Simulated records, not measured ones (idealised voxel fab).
You're looking at the process module voxel self aligned contacts.
The cross-section shown here is cut; it is 160 nm wide and divided into square cells measuring 5 nm on a side.
Bands, listed from the top down, are how a cross-section gets written in this document; the cross-section itself is a grid of square cells, and a band is one or more rows of them. Each band's line starts with the height of the band's top and of its bottom, in nm. Then come its materials from left to right, each with its width in nm. One material with "all across" fills the band from edge to edge. "air" is empty space. Height reference: 0 = level under which incoming wafer is all one material. Lowest band: no bottom, runs on downward, e.g. "top 0, no bottom". The notation "30 to 40" denotes a width that varies across the rows of cells in the band, beginning at the first number in the top row, finishing at the second number in the bottom row, and changing by an identical amount from each row to the next. "left unchanged" after a step means that no cell of the cross-section changed. "Closed cavities" specifies each empty space that is not open to the top and that occupies no fewer than 8 cells, using the form width x height at distance, the distance measured from the left edge and all three quantities in nm. That trailing text on a step's line, after the settings, is the simulator's own remark on the step. overlay nm: mask offset rightward from planned place, masked step; negative means leftward offset.

# The steps planned for the process are as follows
1,RECEIVE (material Si)
2,OXIDIZE (depth nm 5)
3,DIRECTIONAL_DEP (material polySi; thk nm 30)
4,DIRECTIONAL_DEP (material SiN; thk nm 25)
5,PATTERN (tone cover; mask id GATE; material resist; width nm 35; pitch nm 70; thk nm 20; overlay nm 0)
6,DIRECTIONAL_ETCH (etch materials SiN; depth nm 25)
7,DIRECTIONAL_ETCH (etch materials polySi; depth nm 30)
8,STRIP (etch materials resist)
9,CONFORMAL_DEP (material SiN; thk nm 10)
10,DIRECTIONAL_ETCH (etch materials SiN; depth nm 10)
11,FILL_DEP (material SiO2; thk nm 15)
12,CMP (height nm 65)
13,DIRECTIONAL_DEP (material aC; thk nm 15)
14,PATTERN (tone open; mask id CONTACT; material resist; width nm 45; thk nm 35; overlay nm 0)
15,DIRECTIONAL_ETCH (etch materials aC; depth nm 15)
16,STRIP (etch materials resist)
17,DIRECTIONAL_ETCH (etch materials SiO2; depth nm 70)
18,STRIP (etch materials aC)
19,CONFORMAL_DEP (material TiN; thk nm 5)
20,FILL_DEP (material W; thk nm 10)
21,CMP (height nm 65)
22,CONFORMAL_DEP (material SiN; thk nm 5)

# The first of a set of two wafers, run to plan

# Cross-section, incoming material, after step 1
	top 0, no bottom  Si all across
	Closed cavities: none

# Wafer section view after processing step 2
	top 0, bottom -5  SiO2 all across
	Whatever lies below -5 is exactly as it was before.

# Wafer section view after processing step 3
	top 30, bottom 0  polySi all across
	Whatever lies below 0 is exactly as it was before.

# Wafer section view after processing step 4
	top 55, bottom 30  SiN all across
	Whatever lies below 30 is exactly as it was before.

# Wafer section view after processing step 5
	top 75, bottom 55  air: 25, then resist: 35, then air: 35, then resist: 35, then air: 30
	Whatever lies below 55 is exactly as it was before.

# Wafer section view after processing step 6
	top 75, bottom 55  air: 25, then resist: 35, then air: 35, then resist: 35, then air: 30
	top 55, bottom 30  air: 25, then SiN: 35, then air: 35, then SiN: 35, then air: 30
	Whatever lies below 30 is exactly as it was before.

# Wafer section view after processing step 7
	top 75, bottom 55  air: 25, then resist: 35, then air: 35, then resist: 35, then air: 30
	top 55, bottom 30  air: 25, then SiN: 35, then air: 35, then SiN: 35, then air: 30
	top 30, bottom 0  air: 25, then polySi: 35, then air: 35, then polySi: 35, then air: 30
	Whatever lies below 0 is exactly as it was before.

# Wafer section view after processing step 8
	top 55, bottom 30  air: 25, then SiN: 35, then air: 35, then SiN: 35, then air: 30
	Whatever lies below 30 is exactly as it was before.

# Wafer section view after processing step 9
	top 65, bottom 30  air: 15, then SiN: 55, then air: 15, then SiN: 55, then air: 20
	top 30, bottom 10  air: 15, then SiN: 10, then polySi: 35, then SiN: 10, then air: 15, then SiN: 10, then polySi: 35, then SiN: 10, then air: 20
	top 10, bottom 0  SiN: 25, then polySi: 35, then SiN: 35, then polySi: 35, then SiN: 30
	Whatever lies below 0 is exactly as it was before.

# Wafer section view after processing step 10
	top 55, bottom 30  air: 15, then SiN: 55, then air: 15, then SiN: 55, then air: 20
	top 30, bottom 0  air: 15, then SiN: 10, then polySi: 35, then SiN: 10, then air: 15, then SiN: 10, then polySi: 35, then SiN: 10, then air: 20
	Whatever lies below 0 is exactly as it was before.

# Wafer section view after processing step 11
	top 70, bottom 55  SiO2 all across
	top 55, bottom 30  SiO2: 15, then SiN: 55, then SiO2: 15, then SiN: 55, then SiO2: 20
	top 30, bottom 0  SiO2: 15, then SiN: 10, then polySi: 35, then SiN: 10, then SiO2: 15, then SiN: 10, then polySi: 35, then SiN: 10, then SiO2: 20
	Whatever lies below 0 is exactly as it was before.

# Wafer section view after processing step 12
	top 65, bottom 55  SiO2 all across
	Whatever lies below 55 is exactly as it was before.

# Wafer section view after processing step 13
	top 80, bottom 65  aC all across
	Whatever lies below 65 is exactly as it was before.

# Wafer section view after processing step 14
	top 115, bottom 80  resist: 55, then air: 45, then resist: 60
	Whatever lies below 80 is exactly as it was before.

# Wafer section view after processing step 15
	top 100, bottom 80  resist: 55, then air: 45, then resist: 60
	top 80, bottom 65  aC: 55, then air: 45, then aC: 60
	Whatever lies below 65 is exactly as it was before.

# Wafer section view after processing step 16
	top 80, bottom 65  aC: 55, then air: 45, then aC: 60
	Whatever lies below 65 is exactly as it was before.

# Wafer section view after processing step 17
	top 80, bottom 65  aC: 55, then air: 45, then aC: 60
	top 65, bottom 55  SiO2: 55, then air: 45, then SiO2: 60
	top 55, bottom 30  SiO2: 15, then SiN: 55, then air: 15, then SiN: 55, then SiO2: 20
	top 30, bottom 0  SiO2: 15, then SiN: 10, then polySi: 35, then SiN: 10, then air: 15, then SiN: 10, then polySi: 35, then SiN: 10, then SiO2: 20
	top 0, bottom -5  SiO2: 70, then air: 15, then SiO2: 75
	Whatever lies below -5 is exactly as it was before.

# Wafer section view after processing step 18
	top 65, bottom 55  SiO2: 55, then air: 45, then SiO2: 60
	Whatever lies below 55 is exactly as it was before.

# Wafer section view after processing step 19
	top 70, bottom 65  TiN: 60, then air: 35, then TiN: 65
	top 65, bottom 55  SiO2: 55, then TiN: 5 to 20, then air: 35 to 5, then TiN: 5 to 20, then SiO2: 60
	top 55, bottom 30  SiO2: 15, then SiN: 55, then TiN: 5, then air: 5, then TiN: 5, then SiN: 55, then SiO2: 20
	top 30, bottom 0  SiO2: 15, then SiN: 10, then polySi: 35, then SiN: 10, then TiN: 5, then air: 5, then TiN: 5, then SiN: 10, then polySi: 35, then SiN: 10, then SiO2: 20
	top 0, bottom -5  SiO2: 70, then TiN: 15, then SiO2: 75
	Whatever lies below -5 is exactly as it was before.

# Wafer section view after processing step 20
	top 80, bottom 70  W all across
	top 70, bottom 65  TiN: 60, then W: 35, then TiN: 65
	top 65, bottom 55  SiO2: 55, then TiN: 5 to 20, then W: 35 to 5, then TiN: 5 to 20, then SiO2: 60
	top 55, bottom 30  SiO2: 15, then SiN: 55, then TiN: 5, then W: 5, then TiN: 5, then SiN: 55, then SiO2: 20
	top 30, bottom 0  SiO2: 15, then SiN: 10, then polySi: 35, then SiN: 10, then TiN: 5, then W: 5, then TiN: 5, then SiN: 10, then polySi: 35, then SiN: 10, then SiO2: 20
	Whatever lies below 0 is exactly as it was before.

# Wafer section view after processing step 21
	top 65, bottom 55  SiO2: 55, then TiN: 5 to 20, then W: 35 to 5, then TiN: 5 to 20, then SiO2: 60
	Whatever lies below 55 is exactly as it was before.

# Wafer section view after processing step 22
	top 70, bottom 65  SiN all across
	Whatever lies below 65 is exactly as it was before.

# Wafer two. Identical start, identical plan. One mistake in execution. Identical history through step 4

# What the second wafer looks like in cross-section when step 5 should have wrapped up
	top 75, bottom 55  resist: 25, then air: 35, then resist: 35, then air: 35, then resist: 30
	Whatever lies below 55 is exactly as it was before.

# What the second wafer looks like in cross-section when step 6 should have wrapped up
	top 75, bottom 55  resist: 25, then air: 35, then resist: 35, then air: 35, then resist: 30
	top 55, bottom 30  SiN: 25, then air: 35, then SiN: 35, then air: 35, then SiN: 30
	Whatever lies below 30 is exactly as it was before.

# What the second wafer looks like in cross-section when step 7 should have wrapped up
	top 75, bottom 55  resist: 25, then air: 35, then resist: 35, then air: 35, then resist: 30
	top 55, bottom 30  SiN: 25, then air: 35, then SiN: 35, then air: 35, then SiN: 30
	top 30, bottom 0  polySi: 25, then air: 35, then polySi: 35, then air: 35, then polySi: 30
	Whatever lies below 0 is exactly as it was before.

# What the second wafer looks like in cross-section when step 8 should have wrapped up
	top 55, bottom 30  SiN: 25, then air: 35, then SiN: 35, then air: 35, then SiN: 30
	Whatever lies below 30 is exactly as it was before.

# What the second wafer looks like in cross-section when step 9 should have wrapped up
	top 65, bottom 30  SiN: 35, then air: 15, then SiN: 55, then air: 15, then SiN: 40
	top 30, bottom 10  polySi: 25, then SiN: 10, then air: 15, then SiN: 10, then polySi: 35, then SiN: 10, then air: 15, then SiN: 10, then polySi: 30
	top 10, bottom 0  polySi: 25, then SiN: 35, then polySi: 35, then SiN: 35, then polySi: 30
	Whatever lies below 0 is exactly as it was before.

# What the second wafer looks like in cross-section when step 10 should have wrapped up
	top 55, bottom 30  SiN: 35, then air: 15, then SiN: 55, then air: 15, then SiN: 40
	top 30, bottom 0  polySi: 25, then SiN: 10, then air: 15, then SiN: 10, then polySi: 35, then SiN: 10, then air: 15, then SiN: 10, then polySi: 30
	Whatever lies below 0 is exactly as it was before.

# What the second wafer looks like in cross-section when step 11 should have wrapped up
	top 70, bottom 55  SiO2 all across
	top 55, bottom 30  SiN: 35, then SiO2: 15, then SiN: 55, then SiO2: 15, then SiN: 40
	top 30, bottom 0  polySi: 25, then SiN: 10, then SiO2: 15, then SiN: 10, then polySi: 35, then SiN: 10, then SiO2: 15, then SiN: 10, then polySi: 30
	Whatever lies below 0 is exactly as it was before.

# What the second wafer looks like in cross-section when step 12 should have wrapped up
	top 65, bottom 55  SiO2 all across
	Whatever lies below 55 is exactly as it was before.

# What the second wafer looks like in cross-section when step 13 should have wrapped up
	top 80, bottom 65  aC all across
	Whatever lies below 65 is exactly as it was before.

# What the second wafer looks like in cross-section when step 14 should have wrapped up
	top 115, bottom 80  resist: 55, then air: 45, then resist: 60
	Whatever lies below 80 is exactly as it was before.

# What the second wafer looks like in cross-section when step 15 should have wrapped up
	top 100, bottom 80  resist: 55, then air: 45, then resist: 60
	top 80, bottom 65  aC: 55, then air: 45, then aC: 60
	Whatever lies below 65 is exactly as it was before.

# What the second wafer looks like in cross-section when step 16 should have wrapped up
	top 80, bottom 65  aC: 55, then air: 45, then aC: 60
	Whatever lies below 65 is exactly as it was before.

# What the second wafer looks like in cross-section when step 17 should have wrapped up
	top 80, bottom 65  aC: 55, then air: 45, then aC: 60
	top 65, bottom 55  SiO2: 55, then air: 45, then SiO2: 60
	Whatever lies below 55 is exactly as it was before.

# What the second wafer looks like in cross-section when step 18 should have wrapped up
	top 65, bottom 55  SiO2: 55, then air: 45, then SiO2: 60
	Whatever lies below 55 is exactly as it was before.

# What the second wafer looks like in cross-section when step 19 should have wrapped up
	top 70, bottom 65  TiN: 60, then air: 35, then TiN: 65
	top 65, bottom 60  SiO2: 55, then TiN: 5, then air: 35, then TiN: 5, then SiO2: 60
	top 60, bottom 55  SiO2: 55, then TiN: 45, then SiO2: 60
	Whatever lies below 55 is exactly as it was before.

# What the second wafer looks like in cross-section when step 20 should have wrapped up
	top 80, bottom 70  W all across
	top 70, bottom 65  TiN: 60, then W: 35, then TiN: 65
	top 65, bottom 60  SiO2: 55, then TiN: 5, then W: 35, then TiN: 5, then SiO2: 60
	Whatever lies below 60 is exactly as it was before.

# What the second wafer looks like in cross-section when step 21 should have wrapped up
	top 65, bottom 60  SiO2: 55, then TiN: 5, then W: 35, then TiN: 5, then SiO2: 60
	Whatever lies below 60 is exactly as it was before.

# What the second wafer looks like in cross-section when step 22 should have wrapped up
	top 70, bottom 65  SiN all across
	Whatever lies below 65 is exactly as it was before.
Deviation noted in wafer processing: off-plan run, step 5, actual operation and settings PATTERN (tone open; mask id GATE; material resist; width nm 35; pitch nm 70; thk nm 20; overlay nm 0)
End check, counted in cells, second wafer has more or fewer of these materials than the first: SiN +20, SiO2 -8, TiN -24, W -12, polySi +24
